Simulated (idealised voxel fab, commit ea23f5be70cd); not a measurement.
voxel gate over fins: a process module
For reference, the cross-section in this document is cut, with width 170 nm and square cells of 5 nm.
Cross-section, as written here: a square-cell grid given band by band from the top down, where a band holds one or more rows of cells. Quick guide to a band line: top height, bottom height (nm) up front; then every material left to right with its width in nm. Only one material and it's marked "full width"? Then it fills the band edge to edge. And "blank" just means empty space. For the purposes of this specification, 0 denotes the height below which the wafer in its as-received condition is composed wholly of one material, and the lowermost band, lacking a lower limit, extends downward without end, as expressed in "top 0, no bottom". Graded width ("30 to 40"): value in top row of band = first number; value in bottom row = second number; row-to-row change constant. "left unchanged" (step): cross-section cells unchanged, all of them. Heads up: "Entrapped void list" only lists the empty pockets with no open path to the top that are 8 cells or more, and it writes them as width x height at distance, distance from the left edge, in nm. On each step's line, the part that comes after the settings is the simulator's own comment on the step. When a step includes a mask, the "overlay nm" setting on its line states how far to the right of its planned place that mask lay, and negative values state how far to the left.
[plan]
step 1: RECEIVE: material Si
step 2: CONFORMAL_DEP: material SiN, thk nm 5
step 3: PATTERN: tone cover, mask id FINS, material resist, width nm 15, pitch nm 60, thk nm 20, overlay nm 0
step 4: DIRECTIONAL_ETCH: etch materials SiN, depth nm 5
step 5: DIRECTIONAL_ETCH: etch materials Si, depth nm 40
step 6: STRIP: etch materials resist
step 7: OXIDIZE: depth nm 5
step 8: FILL_DEP: material SiO2, thk nm 15
step 9: CMP: height nm 5
step 10: DIRECTIONAL_DEP: material aC, thk nm 10
step 11: PATTERN: tone open, mask id RAIL, material resist, width nm 15, thk nm 25, overlay nm 0
step 12: DIRECTIONAL_ETCH: etch materials aC, depth nm 10
step 13: STRIP: etch materials resist
step 14: DIRECTIONAL_ETCH: etch materials SiO2, depth nm 40
step 15: STRIP: etch materials aC
step 16: CONFORMAL_DEP: material TiN, thk nm 5
step 17: FILL_DEP: material W, thk nm 10
step 18: CMP: height nm 5
step 19: SELECTIVE_ETCH: etch materials W Ru TiN, depth nm 20
step 20: FILL_DEP: material SiO2, thk nm 5
step 21: CMP: height nm 5
step 22: SELECTIVE_ETCH: etch materials SiO2, depth nm 15
step 23: STRIP: etch materials SiN
step 24: CONFORMAL_DEP: material HfO2, thk nm 5
step 25: CONFORMAL_DEP: material TiN, thk nm 5
step 26: FILL_DEP: material W, thk nm 15
step 27: CMP: height nm 20
step 28: CONFORMAL_DEP: material SiN, thk nm 10
[First wafer, two in total, run as planned]
[As-received wafer cross-section (after step 1)]
    top 0, no bottom: Si full width
    Entrapped void list: none
[After step 2: wafer cross-section]
    top 5, bottom 0: SiN full width
    Below 0, the layers are the same as they were.
[After step 3: wafer cross-section]
    top 25, bottom 5: 15 blank  15 resist  45 blank  15 resist  45 blank  15 resist  20 blank
    Below 5, the layers are the same as they were.
[After step 4: wafer cross-section]
    top 25, bottom 5: 15 blank  15 resist  45 blank  15 resist  45 blank  15 resist  20 blank
    top 5, bottom 0: 15 blank  15 SiN  45 blank  15 SiN  45 blank  15 SiN  20 blank
    Below 0, the layers are the same as they were.
[After step 5: wafer cross-section]
    top 25, bottom 5: 15 blank  15 resist  45 blank  15 resist  45 blank  15 resist  20 blank
    top 5, bottom 0: 15 blank  15 SiN  45 blank  15 SiN  45 blank  15 SiN  20 blank
    top 0, bottom -40: 15 blank  15 Si  45 blank  15 Si  45 blank  15 Si  20 blank
    Below -40, the layers are the same as they were.
[After step 6: wafer cross-section]
    top 5, bottom 0: 15 blank  15 SiN  45 blank  15 SiN  45 blank  15 SiN  20 blank
    Below 0, the layers are the same as they were.
[After step 7: wafer cross-section]
    top 5, bottom 0: 15 blank  15 SiN  45 blank  15 SiN  45 blank  15 SiN  20 blank
    top 0, bottom -40: 15 blank  5 SiO2  5 Si  5 SiO2  45 blank  5 SiO2  5 Si  5 SiO2  45 blank  5 SiO2  5 Si  5 SiO2  20 blank
    top -40, bottom -45: 20 SiO2  5 Si  55 SiO2  5 Si  55 SiO2  5 Si  25 SiO2
    Below -45, the layers are the same as they were.
[After step 8: wafer cross-section]
    top 20, bottom 5: SiO2 full width
    top 5, bottom 0: 15 SiO2  15 SiN  45 SiO2  15 SiN  45 SiO2  15 SiN  20 SiO2
    top 0, bottom -45: 20 SiO2  5 Si  55 SiO2  5 Si  55 SiO2  5 Si  25 SiO2
    Below -45, the layers are the same as they were.
[After step 9: wafer cross-section]
    top 5, bottom 0: 15 SiO2  15 SiN  45 SiO2  15 SiN  45 SiO2  15 SiN  20 SiO2
    Below 0, the layers are the same as they were.
[After step 10: wafer cross-section]
    top 15, bottom 5: aC full width
    Below 5, the layers are the same as they were.
[After step 11: wafer cross-section]
    top 40, bottom 15: 45 resist  15 blank  110 resist
    Below 15, the layers are the same as they were.
[After step 12: wafer cross-section]
    top 30, bottom 15: 45 resist  15 blank  110 resist
    top 15, bottom 5: 45 aC  15 blank  110 aC
    Below 5, the layers are the same as they were.
[After step 13: wafer cross-section]
    top 15, bottom 5: 45 aC  15 blank  110 aC
    Below 5, the layers are the same as they were.
[After step 14: wafer cross-section]
    top 15, bottom 5: 45 aC  15 blank  110 aC
    top 5, bottom 0: 15 SiO2  15 SiN  15 SiO2  15 blank  15 SiO2  15 SiN  45 SiO2  15 SiN  20 SiO2
    top 0, bottom -35: 20 SiO2  5 Si  20 SiO2  15 blank  20 SiO2  5 Si  55 SiO2  5 Si  25 SiO2
    Below -35, the layers are the same as they were.
[After step 15: wafer cross-section]
    top 5, bottom 0: 15 SiO2  15 SiN  15 SiO2  15 blank  15 SiO2  15 SiN  45 SiO2  15 SiN  20 SiO2
    Below 0, the layers are the same as they were.
[After step 16: wafer cross-section]
    top 10, bottom 5: 50 TiN  5 blank  115 TiN
    top 5, bottom 0: 15 SiO2  15 SiN  15 SiO2  5 TiN  5 blank  5 TiN  15 SiO2  15 SiN  45 SiO2  15 SiN  20 SiO2
    top 0, bottom -30: 20 SiO2  5 Si  20 SiO2  5 TiN  5 blank  5 TiN  20 SiO2  5 Si  55 SiO2  5 Si  25 SiO2
    top -30, bottom -35: 20 SiO2  5 Si  20 SiO2  15 TiN  20 SiO2  5 Si  55 SiO2  5 Si  25 SiO2
    Below -35, the layers are the same as they were.
[After step 17: wafer cross-section]
    top 20, bottom 10: W full width
    top 10, bottom 5: 50 TiN  5 W  115 TiN
    top 5, bottom 0: 15 SiO2  15 SiN  15 SiO2  5 TiN  5 W  5 TiN  15 SiO2  15 SiN  45 SiO2  15 SiN  20 SiO2
    top 0, bottom -30: 20 SiO2  5 Si  20 SiO2  5 TiN  5 W  5 TiN  20 SiO2  5 Si  55 SiO2  5 Si  25 SiO2
    Below -30, the layers are the same as they were.
[After step 18: wafer cross-section]
    top 5, bottom 0: 15 SiO2  15 SiN  15 SiO2  5 TiN  5 W  5 TiN  15 SiO2  15 SiN  45 SiO2  15 SiN  20 SiO2
    Below 0, the layers are the same as they were.
[After step 19: wafer cross-section]
    top 5, bottom 0: 15 SiO2  15 SiN  15 SiO2  15 blank  15 SiO2  15 SiN  45 SiO2  15 SiN  20 SiO2
    top 0, bottom -15: 20 SiO2  5 Si  20 SiO2  15 blank  20 SiO2  5 Si  55 SiO2  5 Si  25 SiO2
    Below -15, the layers are the same as they were.
[After step 20: wafer cross-section]
    top 10, bottom 5: SiO2 full width
    top 5, bottom 0: 15 SiO2  15 SiN  45 SiO2  15 SiN  45 SiO2  15 SiN  20 SiO2
    top 0, bottom -15: 20 SiO2  5 Si  55 SiO2  5 Si  55 SiO2  5 Si  25 SiO2
    Below -15, the layers are the same as they were.
[After step 21: wafer cross-section]
    top 5, bottom 0: 15 SiO2  15 SiN  45 SiO2  15 SiN  45 SiO2  15 SiN  20 SiO2
    Below 0, the layers are the same as they were.
[After step 22: wafer cross-section]
    top 5, bottom 0: 15 blank  15 SiN  45 blank  15 SiN  45 blank  15 SiN  20 blank
    top 0, bottom -10: 20 blank  5 Si  55 blank  5 Si  55 blank  5 Si  25 blank
    Below -10, the layers are the same as they were.
[After step 23: wafer cross-section]
    top 0, bottom -10: 20 blank  5 Si  55 blank  5 Si  55 blank  5 Si  25 blank
    Below -10, the layers are the same as they were.
[After step 24: wafer cross-section]
    top 5, bottom 0: 15 blank  15 HfO2  45 blank  15 HfO2  45 blank  15 HfO2  20 blank
    top 0, bottom -5: 15 blank  5 HfO2  5 Si  5 HfO2  45 blank  5 HfO2  5 Si  5 HfO2  45 blank  5 HfO2  5 Si  5 HfO2  20 blank
    top -5, bottom -10: 20 HfO2  5 Si  55 HfO2  5 Si  55 HfO2  5 Si  25 HfO2
    Below -10, the layers are the same as they were.
[After step 25: wafer cross-section]
    top 10, bottom 5: 10 blank  25 TiN  35 blank  25 TiN  35 blank  25 TiN  15 blank
    top 5, bottom 0: 10 blank  5 TiN  15 HfO2  5 TiN  35 blank  5 TiN  15 HfO2  5 TiN  35 blank  5 TiN  15 HfO2  5 TiN  15 blank
    top 0, bottom -5: 15 TiN  5 HfO2  5 Si  5 HfO2  45 TiN  5 HfO2  5 Si  5 HfO2  45 TiN  5 HfO2  5 Si  5 HfO2  20 TiN
    Below -5, the layers are the same as they were.
[After step 26: wafer cross-section]
    top 25, bottom 10: W full width
    top 10, bottom 5: 10 W  25 TiN  35 W  25 TiN  35 W  25 TiN  15 W
    top 5, bottom 0: 10 W  5 TiN  15 HfO2  5 TiN  35 W  5 TiN  15 HfO2  5 TiN  35 W  5 TiN  15 HfO2  5 TiN  15 W
    Below 0, the layers are the same as they were.
[After step 27: wafer cross-section]
    top 20, bottom 10: W full width
    Below 10, the layers are the same as they were.
[After step 28: wafer cross-section]
    top 30, bottom 20: SiN full width
    Below 20, the layers are the same as they were.
[second wafer: like start, like plan, one mistake. Through step 27 it matches the first wafer]
[Second wafer cross-section, taken as of the time the plan sets for step 28 to be done]
    top 30, bottom 20: TiN full width
    Below 20, the layers are the same as they were.
What went wrong in running the wafer? step 28 did not use the planned setting and instead ran as CONFORMAL_DEP: material TiN, thk nm 10
Bottom line after processing is that, in cells, the second wafer is up or down on some materials versus the first: -68 SiN | +68 TiN
